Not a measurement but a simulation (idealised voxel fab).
The process module presented herein is designated voxel quadruple lines.
Each square cell in cross-section cut measures 5 nm, and the section as a whole is 195 nm wide.
Bands, listed from the top down, are how a cross-section gets written in this document; the cross-section itself is a grid of square cells, and a band is one or more rows of them.
Read a band's entry like this: the first values are the height of its top and the height of its bottom in nm, and what follows is the sequence of materials from left to right, each with its width in nm. Note that "empty" is empty space, and that a single material marked "full width" reaches across the band from edge to edge.
Note: height 0 marks the level under which the wafer is uniformly one material as received. Lowest band unbounded below, written "0..down".
The two numbers in a width such as "30->40" mark its ends across the band: the first belongs to the top row of cells, the second to the bottom row, and from each row to the next the width moves by the same amount.
When a step is marked "nothing altered", none of the cells in the cross-section changed during that step.
The list in "Closed-off voids" covers empty spaces of 8 cells or more that cannot reach the top through any open way, and it gives each as width x height at distance; the distance is from the left edge, and width, height and distance are in nm.
Step line, after settings: the simulator's comment on this step.
For masked steps, "overlay nm" on the step line gives how far right of plan the mask actually lay; a minus sign means it lay to the left.

[List of planned process steps]
1 RECEIVE,material Si
2 CONFORMAL_DEP,material Al2O3,thk nm 5
3 DIRECTIONAL_DEP,material W,thk nm 10
4 DIRECTIONAL_DEP,material polySi,thk nm 15
5 DIRECTIONAL_DEP,material aC,thk nm 25
6 PATTERN,tone cover,mask id MANDREL,material resist,width nm 25,thk nm 35,overlay nm 0
7 DIRECTIONAL_ETCH,etch materials aC,depth nm 25
8 STRIP,etch materials resist
9 CONFORMAL_DEP,material SiO2,thk nm 15
10 DIRECTIONAL_ETCH,etch materials SiO2,depth nm 15
11 STRIP,etch materials aC
12 DIRECTIONAL_ETCH,etch materials polySi,depth nm 15
13 STRIP,etch materials SiO2
14 CONFORMAL_DEP,material SiCN,thk nm 5
15 DIRECTIONAL_ETCH,etch materials SiCN,depth nm 5
16 STRIP,etch materials polySi
17 DIRECTIONAL_ETCH,etch materials W,depth nm 10
18 STRIP,etch materials SiCN
19 FILL_DEP,material SiO2,thk nm 5
20 CMP,height nm 15

[Shown in cross-section is the wafer as received, that is, as it stands after step 1]
> 0..down  Si full width
> Closed-off voids: none

[Cross-sectional result after module completion. Note: starting condition and plan are unchanged from above; one processing mistake was made]
> 15..5  polySi full width
> 5..0  Al2O3 full width
> 0..down  Si full width
> Closed-off voids: none
Deviation from plan: order of steps 3 and 4 inverted relative to the plan
